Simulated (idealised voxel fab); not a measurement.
The name of this process module is voxel wiring stack.
This is section cut - it's 300 nm across, gridded in 5 nm square cells.
When this document writes out a cross-section, it uses a grid of square cells and lists it as bands, beginning at the top and moving down, with a band standing for one or more rows of cells.
First you get the band's top height and its bottom height, in nm, and then the materials it's made of, left to right, with each width in nm. If you see a single material with "everywhere", that one covers the band edge to edge. "blank" is empty space.
Height 0 is the level under which the wafer as received is all one material. The lowest band goes on downwards, as in "0 nm and below".
A width such as "30 to 40" changes by the same amount from each row of cells to the next, from the band's top row to its bottom row.
It should be understood that the words "no alteration", when stated for a given step, signify that the cross-section underwent no change in any of its cells during that step.
"Closed internal voids" lists enclosed empty spaces (at least 8 cells, no open path upward to the top), each as width x height at distance from the left edge, in nm.
Past the settings on a step's line: simulator remark, on that step.
overlay nm: where the mask lay relative to plan, measured to the right, on steps with a mask; negatives go left.
The process steps that were planned are listed below
step 1: RECEIVE,material Si
step 2: CONFORMAL_DEP,material SiO2,thk nm 15
step 3: CONFORMAL_DEP,material SiCN,thk nm 5
step 4: DIRECTIONAL_DEP,material lowk,thk nm 15
step 5: DIRECTIONAL_DEP,material aC,thk nm 10
step 6: PATTERN,tone open,mask id METAL_1,material resist,width nm 25,pitch nm 40,thk nm 30,overlay nm 0
step 7: DIRECTIONAL_ETCH,etch materials aC,depth nm 10
step 8: STRIP,etch materials resist
step 9: DIRECTIONAL_ETCH,etch materials lowk,depth nm 15
step 10: DIRECTIONAL_ETCH,etch materials SiCN,depth nm 5
step 11: STRIP,etch materials aC
step 12: CONFORMAL_DEP,material TiN,thk nm 5
step 13: FILL_DEP,material Ru,thk nm 10
step 14: CMP,height nm 35
step 15: EPI,material Ru,thk nm 5
step 16: FILL_DEP,material SiCN,thk nm 5
step 17: DIRECTIONAL_DEP,material lowk,thk nm 15
step 18: DIRECTIONAL_DEP,material aC,thk nm 10
step 19: PATTERN,tone open,mask id PLUG_1,material resist,width nm 15,pitch nm 40,thk nm 25,overlay nm 0
step 20: DIRECTIONAL_ETCH,etch materials aC,depth nm 10
step 21: STRIP,etch materials resist
step 22: DIRECTIONAL_ETCH,etch materials lowk,depth nm 15
step 23: DIRECTIONAL_ETCH,etch materials SiCN,depth nm 5
step 24: STRIP,etch materials aC
step 25: EPI,material Ru,thk nm 10
step 26: EPI,material Ru,thk nm 10
step 27: DIRECTIONAL_DEP,material TiN,thk nm 5
step 28: DIRECTIONAL_DEP,material W,thk nm 20
step 29: PATTERN,tone cover,mask id METAL_2,material resist,width nm 25,pitch nm 40,thk nm 15,overlay nm 0
step 30: DIRECTIONAL_ETCH,etch materials W,depth nm 20
step 31: DIRECTIONAL_ETCH,etch materials TiN,depth nm 5
step 32: STRIP,etch materials resist
step 33: FILL_DEP,material SiO2,thk nm 5
step 34: CMP,height nm 85
step 35: CONFORMAL_DEP,material SiCN,thk nm 5
step 36: DIRECTIONAL_DEP,material SiO2,thk nm 35
step 37: DIRECTIONAL_DEP,material aC,thk nm 15
step 38: PATTERN,tone open,mask id METAL_3,material resist,width nm 25,pitch nm 40,thk nm 35,overlay nm 0
step 39: DIRECTIONAL_ETCH,etch materials aC,depth nm 15
step 40: STRIP,etch materials resist
step 41: DIRECTIONAL_ETCH,etch materials SiO2,depth nm 20
step 42: STRIP,etch materials aC
step 43: PATTERN,tone open,mask id METAL_3_HOLES,material resist,width nm 15,thk nm 15,overlay nm 0
step 44: DIRECTIONAL_ETCH,etch materials SiO2,depth nm 15
step 45: DIRECTIONAL_ETCH,etch materials SiCN,depth nm 5
step 46: STRIP,etch materials resist
step 47: CONFORMAL_DEP,material TiN,thk nm 5
step 48: FILL_DEP,material Ru,thk nm 10
step 49: CMP,height nm 125
step 50: CONFORMAL_DEP,material SiCN,thk nm 5
step 51: DIRECTIONAL_DEP,material lowk,thk nm 25
step 52: PATTERN,tone open,mask id METAL_4_HOLES,material resist,width nm 15,pitch nm 40,thk nm 20,overlay nm 0
step 53: DIRECTIONAL_ETCH,etch materials lowk,depth nm 25
step 54: STRIP,etch materials resist
step 55: PATTERN,tone open,mask id METAL_4,material resist,width nm 25,pitch nm 40,thk nm 20,overlay nm 0
step 56: DIRECTIONAL_ETCH,etch materials lowk,depth nm 15
step 57: DIRECTIONAL_ETCH,etch materials SiCN,depth nm 5
step 58: STRIP,etch materials resist
step 59: CONFORMAL_DEP,material TiN,thk nm 5
step 60: FILL_DEP,material Cu,thk nm 5
step 61: CMP,height nm 155
step 62: CONFORMAL_DEP,material SiCN,thk nm 5
Received-state cross-section, reflecting completion of step 1
> 0 nm and below = Si everywhere
> Closed internal voids: none
The plan above was carried out on the starting structure above with one mistake, and this cross-section shows the wafer at the end of the module
> 160 nm to 155 nm = SiCN everywhere
> 155 nm to 145 nm = lowk 115 nm | TiN 5 nm | Cu 15 nm | TiN 5 nm | lowk 15 nm | TiN 5 nm | Cu 15 nm | TiN 5 nm | lowk 120 nm
> 145 nm to 140 nm = lowk 115 nm | TiN 5 nm | Cu 5 nm | TiN 15 nm | lowk 15 nm | TiN 5 nm | Cu 5 nm | TiN 15 nm | lowk 120 nm
> 140 nm to 130 nm = lowk 115 nm | TiN 5 nm | Cu 5 nm | TiN 5 nm | lowk 25 nm | TiN 5 nm | Cu 5 nm | TiN 5 nm | lowk 130 nm
> 130 nm to 125 nm = SiCN 115 nm | TiN 15 nm | SiCN 25 nm | TiN 15 nm | SiCN 130 nm
> 125 nm to 115 nm = Ru everywhere
> 115 nm to 110 nm = TiN 120 nm | Ru 15 nm | TiN 25 nm | Ru 15 nm | TiN 125 nm
> 110 nm to 95 nm = SiO2 115 nm | TiN 5 nm | Ru 15 nm | TiN 5 nm | SiO2 15 nm | TiN 5 nm | Ru 15 nm | TiN 5 nm | SiO2 120 nm
> 95 nm to 90 nm = SiO2 115 nm | TiN 5 nm | Ru 5 nm | TiN 15 nm | SiO2 15 nm | TiN 25 nm | SiO2 120 nm
> 90 nm to 85 nm = SiCN 115 nm | TiN 15 nm | SiCN 170 nm
> 85 nm to 65 nm = SiO2 115 nm | W 25 nm | SiO2 15 nm | W 25 nm | SiO2 120 nm
> 65 nm to 60 nm = SiO2 115 nm | TiN 25 nm | SiO2 15 nm | TiN 25 nm | SiO2 120 nm
> 60 nm to 45 nm = lowk 115 nm | Ru 15 nm | lowk 25 nm | Ru 15 nm | lowk 130 nm
> 45 nm to 35 nm = SiCN 115 to 110 nm | Ru 15 to 35 nm | SiCN 25 to 5 nm | Ru 15 to 35 nm | SiCN 130 to 115 nm
> 35 nm to 20 nm = lowk 115 nm | TiN 5 nm | Ru 15 nm | TiN 5 nm | lowk 15 nm | TiN 5 nm | Ru 15 nm | TiN 5 nm | lowk 120 nm
> 20 nm to 15 nm = SiCN 115 nm | TiN 25 nm | SiCN 15 nm | TiN 25 nm | SiCN 120 nm
> 15 nm to 0 nm = SiO2 everywhere
> 0 nm and below = Si everywhere
> Closed internal voids: none
Which mistake was made when the wafer was run? the processing plan was not followed for steps 43 and 44, which were run with their positions exchanged
